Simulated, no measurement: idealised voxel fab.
process module | voxel gate over fins
cross-section cut | 270 nm wide | cells 5 nm
A cross-section is a grid of square cells, given in bands from the top down. A band is one or more rows of cells.
Each band's line starts with the height of the band's top and of its bottom, in nm. Then come its materials from left to right, each with its width in nm. One material with "throughout" fills the band from edge to edge. "air" is empty space.
Height 0 is the level under which the wafer as received is all one material. The lowest band goes on downwards, as in "0 down".
A width such as "30 to 40" changes by the same amount from each row of cells to the next, from the band's top row to its bottom row.
"no change" after a step means that no cell of the cross-section changed.
closed voids: empty space of 8 cells or more with no open way to the top, each as width x height at its distance from the left edge, in nm
after a step's settings: what the simulator itself notes on the step
overlay nm, on a step with a mask: how far to the right of its planned place the mask lay; to the left if negative
plan
1 op RECEIVE | material Si
2 op CONFORMAL_DEP | material SiN | thk nm 5
3 op MASKED_ETCH | tone cover | mask id FINS | width nm 15 | pitch nm 55 | etch materials SiN | depth nm 5 | overlay nm 0
4 op MASKED_ETCH | tone cover | mask id FINS | width nm 15 | pitch nm 55 | etch materials Si | depth nm 35 | overlay nm 0
5 op OXIDIZE | depth nm 5
6 op FILL_DEP | material SiO2 | thk nm 15
7 op CMP | height nm 5
8 op PATTERN | tone open | mask id RAIL | material resist | width nm 15 | thk nm 20 | overlay nm 0
9 op DIRECTIONAL_ETCH | etch materials SiO2 | depth nm 35
10 op STRIP | etch materials resist
11 op CONFORMAL_DEP | material TiN | thk nm 5
12 op FILL_DEP | material Ru | thk nm 5
13 op CMP | height nm 5
14 op SELECTIVE_ETCH | etch materials W Ru TiN | depth nm 20
15 op FILL_DEP | material SiO2 | thk nm 5
16 op CMP | height nm 5
17 op SELECTIVE_ETCH | etch materials SiO2 | depth nm 15
18 op STRIP | etch materials SiN
19 op CONFORMAL_DEP | material HfO2 | thk nm 5
20 op CONFORMAL_DEP | material TiN | thk nm 5
21 op FILL_DEP | material W | thk nm 15
22 op CMP | height nm 20
23 op CONFORMAL_DEP | material SiCN | thk nm 5
first wafer, as planned
as received, after step 1
  0 down: Si throughout
  closed voids: none
after step 2
  5 to 0: SiN throughout
  below 0: unchanged
after step 3
  5 to 0: air 45 | SiN 15 | air 40 | SiN 15 | air 40 | SiN 15 | air 40 | SiN 15 | air 45
  below 0: unchanged
after step 4
  5 to 0: air 45 | SiN 15 | air 40 | SiN 15 | air 40 | SiN 15 | air 40 | SiN 15 | air 45
  0 to -35: air 45 | Si 15 | air 40 | Si 15 | air 40 | Si 15 | air 40 | Si 15 | air 45
  below -35: unchanged
after step 5
  5 to 0: air 45 | SiN 15 | air 40 | SiN 15 | air 40 | SiN 15 | air 40 | SiN 15 | air 45
  0 to -35: air 45 | SiO2 5 | Si 5 | SiO2 5 | air 40 | SiO2 5 | Si 5 | SiO2 5 | air 40 | SiO2 5 | Si 5 | SiO2 5 | air 40 | SiO2 5 | Si 5 | SiO2 5 | air 45
  -35 to -40: SiO2 50 | Si 5 | SiO2 50 | Si 5 | SiO2 50 | Si 5 | SiO2 50 | Si 5 | SiO2 50
  below -40: unchanged
after step 6
  20 to 5: SiO2 throughout
  5 to 0: SiO2 45 | SiN 15 | SiO2 40 | SiN 15 | SiO2 40 | SiN 15 | SiO2 40 | SiN 15 | SiO2 45
  0 to -40: SiO2 50 | Si 5 | SiO2 50 | Si 5 | SiO2 50 | Si 5 | SiO2 50 | Si 5 | SiO2 50
  below -40: unchanged
after step 7
  5 to 0: SiO2 45 | SiN 15 | SiO2 40 | SiN 15 | SiO2 40 | SiN 15 | SiO2 40 | SiN 15 | SiO2 45
  below 0: unchanged
after step 8
  25 to 5: resist 70 | air 15 | resist 185
  below 5: unchanged
after step 9
  25 to 5: resist 70 | air 15 | resist 185
  5 to 0: SiO2 45 | SiN 15 | SiO2 10 | air 15 | SiO2 15 | SiN 15 | SiO2 40 | SiN 15 | SiO2 40 | SiN 15 | SiO2 45
  0 to -30: SiO2 50 | Si 5 | SiO2 15 | air 15 | SiO2 20 | Si 5 | SiO2 50 | Si 5 | SiO2 50 | Si 5 | SiO2 50
  below -30: unchanged
after step 10
  5 to 0: SiO2 45 | SiN 15 | SiO2 10 | air 15 | SiO2 15 | SiN 15 | SiO2 40 | SiN 15 | SiO2 40 | SiN 15 | SiO2 45
  below 0: unchanged
after step 11
  10 to 5: TiN 75 | air 5 | TiN 190
  5 to 0: SiO2 45 | SiN 15 | SiO2 10 | TiN 5 | air 5 | TiN 5 | SiO2 15 | SiN 15 | SiO2 40 | SiN 15 | SiO2 40 | SiN 15 | SiO2 45
  0 to -25: SiO2 50 | Si 5 | SiO2 15 | TiN 5 | air 5 | TiN 5 | SiO2 20 | Si 5 | SiO2 50 | Si 5 | SiO2 50 | Si 5 | SiO2 50
  -25 to -30: SiO2 50 | Si 5 | SiO2 15 | TiN 15 | SiO2 20 | Si 5 | SiO2 50 | Si 5 | SiO2 50 | Si 5 | SiO2 50
  below -30: unchanged
after step 12
  15 to 10: Ru throughout
  10 to 5: TiN 75 | Ru 5 | TiN 190
  5 to 0: SiO2 45 | SiN 15 | SiO2 10 | TiN 5 | Ru 5 | TiN 5 | SiO2 15 | SiN 15 | SiO2 40 | SiN 15 | SiO2 40 | SiN 15 | SiO2 45
  0 to -25: SiO2 50 | Si 5 | SiO2 15 | TiN 5 | Ru 5 | TiN 5 | SiO2 20 | Si 5 | SiO2 50 | Si 5 | SiO2 50 | Si 5 | SiO2 50
  below -25: unchanged
after step 13
  5 to 0: SiO2 45 | SiN 15 | SiO2 10 | TiN 5 | Ru 5 | TiN 5 | SiO2 15 | SiN 15 | SiO2 40 | SiN 15 | SiO2 40 | SiN 15 | SiO2 45
  below 0: unchanged
after step 14
  5 to 0: SiO2 45 | SiN 15 | SiO2 10 | air 15 | SiO2 15 | SiN 15 | SiO2 40 | SiN 15 | SiO2 40 | SiN 15 | SiO2 45
  0 to -15: SiO2 50 | Si 5 | SiO2 15 | air 15 | SiO2 20 | Si 5 | SiO2 50 | Si 5 | SiO2 50 | Si 5 | SiO2 50
  below -15: unchanged
after step 15
  10 to 5: SiO2 throughout
  5 to 0: SiO2 45 | SiN 15 | SiO2 40 | SiN 15 | SiO2 40 | SiN 15 | SiO2 40 | SiN 15 | SiO2 45
  0 to -15: SiO2 50 | Si 5 | SiO2 50 | Si 5 | SiO2 50 | Si 5 | SiO2 50 | Si 5 | SiO2 50
  below -15: unchanged
after step 16
  5 to 0: SiO2 45 | SiN 15 | SiO2 40 | SiN 15 | SiO2 40 | SiN 15 | SiO2 40 | SiN 15 | SiO2 45
  below 0: unchanged
after step 17
  5 to 0: air 45 | SiN 15 | air 40 | SiN 15 | air 40 | SiN 15 | air 40 | SiN 15 | air 45
  0 to -10: air 50 | Si 5 | air 50 | Si 5 | air 50 | Si 5 | air 50 | Si 5 | air 50
  below -10: unchanged
after step 18
  0 to -10: air 50 | Si 5 | air 50 | Si 5 | air 50 | Si 5 | air 50 | Si 5 | air 50
  below -10: unchanged
after step 19
  5 to 0: air 45 | HfO2 15 | air 40 | HfO2 15 | air 40 | HfO2 15 | air 40 | HfO2 15 | air 45
  0 to -5: air 45 | HfO2 5 | Si 5 | HfO2 5 | air 40 | HfO2 5 | Si 5 | HfO2 5 | air 40 | HfO2 5 | Si 5 | HfO2 5 | air 40 | HfO2 5 | Si 5 | HfO2 5 | air 45
  -5 to -10: HfO2 50 | Si 5 | HfO2 50 | Si 5 | HfO2 50 | Si 5 | HfO2 50 | Si 5 | HfO2 50
  below -10: unchanged
after step 20
  10 to 5: air 40 | TiN 25 | air 30 | TiN 25 | air 30 | TiN 25 | air 30 | TiN 25 | air 40
  5 to 0: air 40 | TiN 5 | HfO2 15 | TiN 5 | air 30 | TiN 5 | HfO2 15 | TiN 5 | air 30 | TiN 5 | HfO2 15 | TiN 5 | air 30 | TiN 5 | HfO2 15 | TiN 5 | air 40
  0 to -5: TiN 45 | HfO2 5 | Si 5 | HfO2 5 | TiN 40 | HfO2 5 | Si 5 | HfO2 5 | TiN 40 | HfO2 5 | Si 5 | HfO2 5 | TiN 40 | HfO2 5 | Si 5 | HfO2 5 | TiN 45
  below -5: unchanged
after step 21
  25 to 10: W throughout
  10 to 5: W 40 | TiN 25 | W 30 | TiN 25 | W 30 | TiN 25 | W 30 | TiN 25 | W 40
  5 to 0: W 40 | TiN 5 | HfO2 15 | TiN 5 | W 30 | TiN 5 | HfO2 15 | TiN 5 | W 30 | TiN 5 | HfO2 15 | TiN 5 | W 30 | TiN 5 | HfO2 15 | TiN 5 | W 40
  below 0: unchanged
after step 22
  20 to 10: W throughout
  below 10: unchanged
after step 23
  25 to 20: SiCN throughout
  below 20: unchanged
second wafer: like start, like plan, one mistake. Through step 18 it matches the first wafer
when step 19 should have ended
  15 to 5: air 35 | HfO2 35 | air 20 | HfO2 35 | air 20 | HfO2 35 | air 20 | HfO2 35 | air 35
  5 to 0: HfO2 throughout
  0 to -10: HfO2 50 | Si 5 | HfO2 50 | Si 5 | HfO2 50 | Si 5 | HfO2 50 | Si 5 | HfO2 50
  below -10: unchanged
when step 20 should have ended
  20 to 15: air 30 | TiN 45 | air 10 | TiN 45 | air 10 | TiN 45 | air 10 | TiN 45 | air 30
  15 to 10: air 30 | TiN 5 | HfO2 35 | TiN 5 | air 10 | TiN 5 | HfO2 35 | TiN 5 | air 10 | TiN 5 | HfO2 35 | TiN 5 | air 10 | TiN 5 | HfO2 35 | TiN 5 | air 30
  10 to 5: TiN 35 | HfO2 35 | TiN 20 | HfO2 35 | TiN 20 | HfO2 35 | TiN 20 | HfO2 35 | TiN 35
  below 5: unchanged
when step 21 should have ended
  35 to 20: W throughout
  20 to 15: W 30 | TiN 45 | W 10 | TiN 45 | W 10 | TiN 45 | W 10 | TiN 45 | W 30
  15 to 10: W 30 | TiN 5 | HfO2 35 | TiN 5 | W 10 | TiN 5 | HfO2 35 | TiN 5 | W 10 | TiN 5 | HfO2 35 | TiN 5 | W 10 | TiN 5 | HfO2 35 | TiN 5 | W 30
  below 10: unchanged
when step 22 should have ended
  20 to 15: W 30 | TiN 45 | W 10 | TiN 45 | W 10 | TiN 45 | W 10 | TiN 45 | W 30
  below 15: unchanged
when step 23 should have ended
  25 to 20: SiCN throughout
  below 20: unchanged
what went wrong: step 19 ran as: op CONFORMAL_DEP | material HfO2 | thk nm 15
at the end the second wafer has, in cells: 140 more of HfO2 | 140 fewer of W
